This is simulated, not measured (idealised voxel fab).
The following is a process module called voxel capacitor over wiring.
Shown is cross-section cut, with a width of 245 nm and square cells of size 5 nm.
For the purposes of this document, a cross-section shall be understood as a grid of square cells, specified as bands listed in top-to-bottom order, each band consisting of one or more rows of cells.
Top, bottom (nm), then materials left to right with widths (nm); lone material tagged "everywhere" fills the whole band edge to edge; "empty" = empty space.
All heights in this document are referenced to 0, defined as the level beneath which the wafer, as received, consists entirely of one material. The lowest band is not bounded below; it extends indefinitely downward and is written in the form "0..down".
Quick explanation for "30->40": the width changes in equal steps down the rows of cells, from the first number in the band's top row to the second number in its bottom row.
"nothing got changed" means the step left every cell of the cross-section as it was.
The list in "Sealed-off cavities" covers empty spaces of 8 cells or more that cannot reach the top through any open way, and it gives each as width x height at distance; the distance is from the left edge, and width, height and distance are in nm.
after a step's settings: what the simulator itself notes on the step
"overlay nm", when on a step's line for a step with a mask, measures how far to the right of its planned place the mask lay; a negative measure means to the left.

Intended process steps:
1,RECEIVE, material Si
2,CONFORMAL_DEP, material SiO2, thk nm 15
3,DIRECTIONAL_DEP, material TiN, thk nm 5
4,DIRECTIONAL_DEP, material W, thk nm 20
5,DIRECTIONAL_DEP, material aC, thk nm 15
6,PATTERN, tone cover, mask id METAL_1, material resist, width nm 30, pitch nm 90, thk nm 35, overlay nm 0
7,DIRECTIONAL_ETCH, etch materials aC, depth nm 15
8,STRIP, etch materials resist
9,DIRECTIONAL_ETCH, etch materials W, depth nm 20
10,DIRECTIONAL_ETCH, etch materials TiN, depth nm 5
11,STRIP, etch materials aC
12,FILL_DEP, material lowk, thk nm 5
13,CMP, height nm 40
14,CONFORMAL_DEP, material SiCN, thk nm 5
15,DIRECTIONAL_DEP, material lowk, thk nm 10
16,DIRECTIONAL_DEP, material aC, thk nm 10
17,PATTERN, tone open, mask id PLUG_1, material resist, width nm 15, thk nm 25, overlay nm 0
18,DIRECTIONAL_ETCH, etch materials aC, depth nm 10
19,STRIP, etch materials resist
20,DIRECTIONAL_ETCH, etch materials lowk, depth nm 10
21,DIRECTIONAL_ETCH, etch materials SiCN, depth nm 5
22,STRIP, etch materials aC
23,EPI, material Ru, thk nm 10
24,EPI, material Ru, thk nm 5
25,DIRECTIONAL_DEP, material TiN, thk nm 5
26,DIRECTIONAL_DEP, material Al2O3, thk nm 5
27,DIRECTIONAL_DEP, material TiN, thk nm 5
28,PATTERN, tone cover, mask id UPPER_PLATE, material resist, width nm 65, thk nm 15, overlay nm 0
29,DIRECTIONAL_ETCH, etch materials TiN, depth nm 5
30,DIRECTIONAL_ETCH, etch materials Al2O3, depth nm 5
31,STRIP, etch materials resist
32,DIRECTIONAL_DEP, material aC, thk nm 10
33,PATTERN, tone cover, mask id LOWER_PLATE, material resist, width nm 75, thk nm 30, overlay nm 0
34,DIRECTIONAL_ETCH, etch materials aC, depth nm 10
35,STRIP, etch materials resist
36,DIRECTIONAL_ETCH, etch materials TiN, depth nm 5
37,STRIP, etch materials aC
38,FILL_DEP, material SiO2, thk nm 15
39,CMP, height nm 80
40,PATTERN, tone open, mask id PLUG_2, material resist, width nm 15, thk nm 15, overlay nm 0
41,DIRECTIONAL_ETCH, etch materials SiO2, depth nm 10
42,STRIP, etch materials resist
43,CONFORMAL_DEP, material TiN, thk nm 5
44,FILL_DEP, material Cu, thk nm 10
45,CMP, height nm 80
46,CONFORMAL_DEP, material SiN, thk nm 5

The first of two wafers, run as planned:

Wafer as received: cross-section following step 1:
> 0..down: Si everywhere
> Sealed-off cavities: none

Step 2 complete: cross-section through the wafer:
> 15..0: SiO2 everywhere
> Under the height 0 nothing was changed.

Step 3 complete: cross-section through the wafer:
> 20..15: TiN everywhere
> Under the height 15 nothing was changed.

Step 4 complete: cross-section through the wafer:
> 40..20: W everywhere
> Under the height 20 nothing was changed.

Step 5 complete: cross-section through the wafer:
> 55..40: aC everywhere
> Under the height 40 nothing was changed.

Step 6 complete: cross-section through the wafer:
> 90..55: empty 60 | resist 30 | empty 60 | resist 30 | empty 65
> Under the height 55 nothing was changed.

Step 7 complete: cross-section through the wafer:
> 75..55: empty 60 | resist 30 | empty 60 | resist 30 | empty 65
> 55..40: empty 60 | aC 30 | empty 60 | aC 30 | empty 65
> Under the height 40 nothing was changed.

Step 8 complete: cross-section through the wafer:
> 55..40: empty 60 | aC 30 | empty 60 | aC 30 | empty 65
> Under the height 40 nothing was changed.

Step 9 complete: cross-section through the wafer:
> 55..40: empty 60 | aC 30 | empty 60 | aC 30 | empty 65
> 40..20: empty 60 | W 30 | empty 60 | W 30 | empty 65
> Under the height 20 nothing was changed.

Step 10 complete: cross-section through the wafer:
> 55..40: empty 60 | aC 30 | empty 60 | aC 30 | empty 65
> 40..20: empty 60 | W 30 | empty 60 | W 30 | empty 65
> 20..15: empty 60 | TiN 30 | empty 60 | TiN 30 | empty 65
> Under the height 15 nothing was changed.

Step 11 complete: cross-section through the wafer:
> 40..20: empty 60 | W 30 | empty 60 | W 30 | empty 65
> Under the height 20 nothing was changed.

Step 12 complete: cross-section through the wafer:
> 45..40: lowk everywhere
> 40..20: lowk 60 | W 30 | lowk 60 | W 30 | lowk 65
> 20..15: lowk 60 | TiN 30 | lowk 60 | TiN 30 | lowk 65
> Under the height 15 nothing was changed.

Step 13 complete: cross-section through the wafer:
> 40..20: lowk 60 | W 30 | lowk 60 | W 30 | lowk 65
> Under the height 20 nothing was changed.

Step 14 complete: cross-section through the wafer:
> 45..40: SiCN everywhere
> Under the height 40 nothing was changed.

Step 15 complete: cross-section through the wafer:
> 55..45: lowk everywhere
> Under the height 45 nothing was changed.

Step 16 complete: cross-section through the wafer:
> 65..55: aC everywhere
> Under the height 55 nothing was changed.

Step 17 complete: cross-section through the wafer:
> 90..65: resist 75 | empty 15 | resist 155
> Under the height 65 nothing was changed.

Step 18 complete: cross-section through the wafer:
> 80..65: resist 75 | empty 15 | resist 155
> 65..55: aC 75 | empty 15 | aC 155
> Under the height 55 nothing was changed.

Step 19 complete: cross-section through the wafer:
> 65..55: aC 75 | empty 15 | aC 155
> Under the height 55 nothing was changed.

Step 20 complete: cross-section through the wafer:
> 65..55: aC 75 | empty 15 | aC 155
> 55..45: lowk 75 | empty 15 | lowk 155
> Under the height 45 nothing was changed.

Step 21 complete: cross-section through the wafer:
> 65..55: aC 75 | empty 15 | aC 155
> 55..45: lowk 75 | empty 15 | lowk 155
> 45..40: SiCN 75 | empty 15 | SiCN 155
> Under the height 40 nothing was changed.

Step 22 complete: cross-section through the wafer:
> 55..45: lowk 75 | empty 15 | lowk 155
> Under the height 45 nothing was changed.

Step 23 complete: cross-section through the wafer:
> 55..50: lowk 75 | empty 15 | lowk 155
> 50..45: lowk 75 | Ru 15 | lowk 155
> 45..40: SiCN 75 | Ru 15 | SiCN 155
> Under the height 40 nothing was changed.

Step 24 complete: cross-section through the wafer:
> 55..45: lowk 75 | Ru 15 | lowk 155
> Under the height 45 nothing was changed.

Step 25 complete: cross-section through the wafer:
> 60..55: TiN everywhere
> Under the height 55 nothing was changed.

Step 26 complete: cross-section through the wafer:
> 65..60: Al2O3 everywhere
> Under the height 60 nothing was changed.

Step 27 complete: cross-section through the wafer:
> 70..65: TiN everywhere
> Under the height 65 nothing was changed.

Step 28 complete: cross-section through the wafer:
> 85..70: empty 75 | resist 65 | empty 105
> Under the height 70 nothing was changed.

Step 29 complete: cross-section through the wafer:
> 85..70: empty 75 | resist 65 | empty 105
> 70..65: empty 75 | TiN 65 | empty 105
> Under the height 65 nothing was changed.

Step 30 complete: cross-section through the wafer:
> 85..70: empty 75 | resist 65 | empty 105
> 70..65: empty 75 | TiN 65 | empty 105
> 65..60: empty 75 | Al2O3 65 | empty 105
> Under the height 60 nothing was changed.

Step 31 complete: cross-section through the wafer:
> 70..65: empty 75 | TiN 65 | empty 105
> Under the height 65 nothing was changed.

Step 32 complete: cross-section through the wafer:
> 80..70: empty 75 | aC 65 | empty 105
> 70..65: aC 75 | TiN 65 | aC 105
> 65..60: aC 75 | Al2O3 65 | aC 105
> Under the height 60 nothing was changed.

Step 33 complete: cross-section through the wafer:
> 110..80: empty 70 | resist 75 | empty 100
> 80..70: empty 70 | resist 5 | aC 65 | resist 5 | empty 100
> Under the height 70 nothing was changed.

Step 34 complete: cross-section through the wafer:
> 100..80: empty 70 | resist 75 | empty 100
> 80..70: empty 70 | resist 5 | aC 65 | resist 5 | empty 100
> 70..65: empty 70 | aC 5 | TiN 65 | aC 5 | empty 100
> 65..60: empty 70 | aC 5 | Al2O3 65 | aC 5 | empty 100
> Under the height 60 nothing was changed.

Step 35 complete: cross-section through the wafer:
> 80..70: empty 75 | aC 65 | empty 105
> Under the height 70 nothing was changed.

Step 36 complete: cross-section through the wafer:
> 80..70: empty 75 | aC 65 | empty 105
> 70..65: empty 70 | aC 5 | TiN 65 | aC 5 | empty 100
> 65..60: empty 70 | aC 5 | Al2O3 65 | aC 5 | empty 100
> 60..55: empty 70 | TiN 75 | empty 100
> Under the height 55 nothing was changed.

Step 37 complete: cross-section through the wafer:
> 70..65: empty 75 | TiN 65 | empty 105
> 65..60: empty 75 | Al2O3 65 | empty 105
> Under the height 60 nothing was changed.

Step 38 complete: cross-section through the wafer:
> 85..70: SiO2 everywhere
> 70..65: SiO2 75 | TiN 65 | SiO2 105
> 65..60: SiO2 75 | Al2O3 65 | SiO2 105
> 60..55: SiO2 70 | TiN 75 | SiO2 100
> Under the height 55 nothing was changed.

Step 39 complete: cross-section through the wafer:
> 80..70: SiO2 everywhere
> Under the height 70 nothing was changed.

Step 40 complete: cross-section through the wafer:
> 95..80: resist 85 | empty 15 | resist 145
> Under the height 80 nothing was changed.

Step 41 complete: cross-section through the wafer:
> 95..80: resist 85 | empty 15 | resist 145
> 80..70: SiO2 85 | empty 15 | SiO2 145
> Under the height 70 nothing was changed.

Step 42 complete: cross-section through the wafer:
> 80..70: SiO2 85 | empty 15 | SiO2 145
> Under the height 70 nothing was changed.

Step 43 complete: cross-section through the wafer:
> 85..80: TiN 90 | empty 5 | TiN 150
> 80..75: SiO2 85 | TiN 5 | empty 5 | TiN 5 | SiO2 145
> 75..65: SiO2 85->75 | TiN 15->65 | SiO2 145->105
> Under the height 65 nothing was changed.

Step 44 complete: cross-section through the wafer:
> 95..85: Cu everywhere
> 85..80: TiN 90 | Cu 5 | TiN 150
> 80..75: SiO2 85 | TiN 5 | Cu 5 | TiN 5 | SiO2 145
> Under the height 75 nothing was changed.

Step 45 complete: cross-section through the wafer:
> 80..75: SiO2 85 | TiN 5 | Cu 5 | TiN 5 | SiO2 145
> Under the height 75 nothing was changed.

Step 46 complete: cross-section through the wafer:
> 85..80: SiN everywhere
> Under the height 80 nothing was changed.

Wafer two of two - same starting point, same process plan, one mistake in execution; matches wafer one up to and including step 25:

Cross-section of the second wafer when, according to plan, step 26 should have finished: nothing got changed

Cross-section of the second wafer when, according to plan, step 27 should have finished:
> 65..55: TiN everywhere
> Under the height 55 nothing was changed.

Cross-section of the second wafer when, according to plan, step 28 should have finished:
> 80..65: empty 75 | resist 65 | empty 105
> Under the height 65 nothing was changed.

Cross-section of the second wafer when, according to plan, step 29 should have finished:
> 80..65: empty 75 | resist 65 | empty 105
> 65..60: empty 75 | TiN 65 | empty 105
> Under the height 60 nothing was changed.

Cross-section of the second wafer when, according to plan, step 30 should have finished: nothing got changed

Cross-section of the second wafer when, according to plan, step 31 should have finished:
> 65..60: empty 75 | TiN 65 | empty 105
> Under the height 60 nothing was changed.

Cross-section of the second wafer when, according to plan, step 32 should have finished:
> 75..70: empty 75 | aC 65 | empty 105
> 70..65: aC everywhere
> 65..60: aC 75 | TiN 65 | aC 105
> Under the height 60 nothing was changed.

Cross-section of the second wafer when, according to plan, step 33 should have finished:
> 105..75: empty 70 | resist 75 | empty 100
> 75..70: empty 70 | resist 5 | aC 65 | resist 5 | empty 100
> Under the height 70 nothing was changed.

Cross-section of the second wafer when, according to plan, step 34 should have finished:
> 95..75: empty 70 | resist 75 | empty 100
> 75..70: empty 70 | resist 5 | aC 65 | resist 5 | empty 100
> 70..65: empty 70 | aC 75 | empty 100
> 65..60: empty 70 | aC 5 | TiN 65 | aC 5 | empty 100
> Under the height 60 nothing was changed.

Cross-section of the second wafer when, according to plan, step 35 should have finished:
> 75..65: empty 75->70 | aC 65->75 | empty 105->100
> Under the height 65 nothing was changed.

Cross-section of the second wafer when, according to plan, step 36 should have finished:
> 75..65: empty 75->70 | aC 65->75 | empty 105->100
> 65..60: empty 70 | aC 5 | TiN 65 | aC 5 | empty 100
> 60..55: empty 70 | TiN 75 | empty 100
> Under the height 55 nothing was changed.

Cross-section of the second wafer when, according to plan, step 37 should have finished:
> 65..55: empty 75->70 | TiN 65->75 | empty 105->100
> Under the height 55 nothing was changed.

Cross-section of the second wafer when, according to plan, step 38 should have finished:
> 80..65: SiO2 everywhere
> 65..55: SiO2 75->70 | TiN 65->75 | SiO2 105->100
> Under the height 55 nothing was changed.

Cross-section of the second wafer when, according to plan, step 39 should have finished: nothing got changed

Cross-section of the second wafer when, according to plan, step 40 should have finished:
> 95..80: resist 85 | empty 15 | resist 145
> Under the height 80 nothing was changed.

Cross-section of the second wafer when, according to plan, step 41 should have finished:
> 95..80: resist 85 | empty 15 | resist 145
> 80..70: SiO2 85 | empty 15 | SiO2 145
> Under the height 70 nothing was changed.

Cross-section of the second wafer when, according to plan, step 42 should have finished:
> 80..70: SiO2 85 | empty 15 | SiO2 145
> Under the height 70 nothing was changed.

Cross-section of the second wafer when, according to plan, step 43 should have finished:
> 85..80: TiN 90 | empty 5 | TiN 150
> 80..75: SiO2 85 | TiN 5 | empty 5 | TiN 5 | SiO2 145
> 75..70: SiO2 85 | TiN 15 | SiO2 145
> Under the height 70 nothing was changed.

Cross-section of the second wafer when, according to plan, step 44 should have finished:
> 95..85: Cu everywhere
> 85..80: TiN 90 | Cu 5 | TiN 150
> 80..75: SiO2 85 | TiN 5 | Cu 5 | TiN 5 | SiO2 145
> Under the height 75 nothing was changed.

Cross-section of the second wafer when, according to plan, step 45 should have finished:
> 80..75: SiO2 85 | TiN 5 | Cu 5 | TiN 5 | SiO2 145
> Under the height 75 nothing was changed.

Cross-section of the second wafer when, according to plan, step 46 should have finished:
> 85..80: SiN everywhere
> Under the height 80 nothing was changed.
Deviation from plan: step 26 in the plan did not get run; it was skipped
The second wafer ends with more or fewer cells of some materials than the first, per final count: Al2O3 -13; SiO2 +13
